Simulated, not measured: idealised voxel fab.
voxel self aligned contacts: a process module
Section shown: cut. Width: 230 nm. Cell size: 5 nm, square.
Just so we're on the same page, the cross-sections are grids of square cells, and they're listed out in bands top to bottom, each band one or more rows deep. Per band: top height and bottom height in nm, followed by the left-to-right materials and their widths in nm; "everywhere" marks a single material spanning edge to edge, "air" marks empty space. Counting heights begins at 0, where everything beneath is, in the wafer as received, one material. The lowest band has no bottom; it goes on downwards, as "0..down" shows. When a width is written as two numbers, as in "30..40", the first number is the width in the top row of cells of the band and the second is the width in its bottom row, and the width changes by the same amount from each row to the next. What does "all unchanged" mean for a step? It means no cell of the cross-section changed in that step. "Closed-off voids" contains a list of empty spaces, each no smaller than 8 cells and without an open way to the top, written in the form width x height at distance with the distance from the left edge and all three in nm. Past the settings on a step's line: simulator remark, on that step. Among the settings permitted on a step's line is "overlay nm"; applied to a step with a mask, it specifies the extent to which the mask lay to the right of its planned position, whereas a negative figure signifies a position to the left.

Listed below are the process steps as planned
- 1: RECEIVE (material Si)
- 2: CONFORMAL_DEP (material SiO2; thk nm 5)
- 3: DIRECTIONAL_DEP (material polySi; thk nm 20)
- 4: DIRECTIONAL_DEP (material SiN; thk nm 15)
- 5: DIRECTIONAL_DEP (material aC; thk nm 15)
- 6: PATTERN (tone cover; mask id GATE; material resist; width nm 25; pitch nm 50; thk nm 30; overlay nm 0)
- 7: DIRECTIONAL_ETCH (etch materials aC; depth nm 15)
- 8: STRIP (etch materials resist)
- 9: DIRECTIONAL_ETCH (etch materials SiN; depth nm 15)
- 10: DIRECTIONAL_ETCH (etch materials polySi; depth nm 20)
- 11: STRIP (etch materials aC)
- 12: CONFORMAL_DEP (material SiN; thk nm 5)
- 13: DIRECTIONAL_ETCH (etch materials SiN; depth nm 5)
- 14: FILL_DEP (material SiO2; thk nm 15)
- 15: CMP (height nm 50)
- 16: PATTERN (tone open; mask id CONTACT; material resist; width nm 35; thk nm 15; overlay nm 0)
- 17: DIRECTIONAL_ETCH (etch materials SiO2; depth nm 50)
- 18: STRIP (etch materials resist)
- 19: CONFORMAL_DEP (material TiN; thk nm 5)
- 20: FILL_DEP (material Ru; thk nm 10)
- 21: CMP (height nm 50)
- 22: CONFORMAL_DEP (material SiN; thk nm 5)

Wafer as received: cross-section following step 1
0..down  Si everywhere
Closed-off voids: none

Post-module cross-section of the first of two wafers (run per plan)
55..50  SiN everywhere
50..40  SiO2 95 nm, TiN 5..15 nm, Ru 25..5 nm, TiN 5..15 nm, SiO2 100 nm
40..25  SiO2 70 nm, SiN 35 nm, TiN 5 nm, Ru 5 nm, TiN 5 nm, SiN 35 nm, SiO2 75 nm
25..5  SiO2 70 nm, SiN 5 nm, polySi 25 nm, SiN 5 nm, TiN 5 nm, Ru 5 nm, TiN 5 nm, SiN 5 nm, polySi 25 nm, SiN 5 nm, SiO2 75 nm
5..0  SiO2 105 nm, TiN 15 nm, SiO2 110 nm
0..down  Si everywhere
Closed-off voids: none

Cross-sectional view: second of two wafers, end of module; start and plan identical to the first, one mistake in running
55..50  SiN everywhere
50..45  Ru everywhere
45..40  TiN 110 nm, Ru 5 nm, TiN 115 nm
40..25  SiO2 70 nm, SiN 35 nm, TiN 5 nm, Ru 5 nm, TiN 5 nm, SiN 35 nm, SiO2 75 nm
25..5  SiO2 70 nm, SiN 5 nm, polySi 25 nm, SiN 5 nm, TiN 5 nm, Ru 5 nm, TiN 5 nm, SiN 5 nm, polySi 25 nm, SiN 5 nm, SiO2 75 nm
5..0  SiO2 105 nm, TiN 15 nm, SiO2 110 nm
0..down  Si everywhere
Closed-off voids: none
Finding, execution versus plan: it should be noted that step 15 was executed with settings other than those planned, the operation and settings actually applied being CMP (height nm 40)
Count the cells at the end and the second wafer has more or fewer of some materials than the first: 41 more of Ru, 78 fewer of SiO2, 37 more of TiN
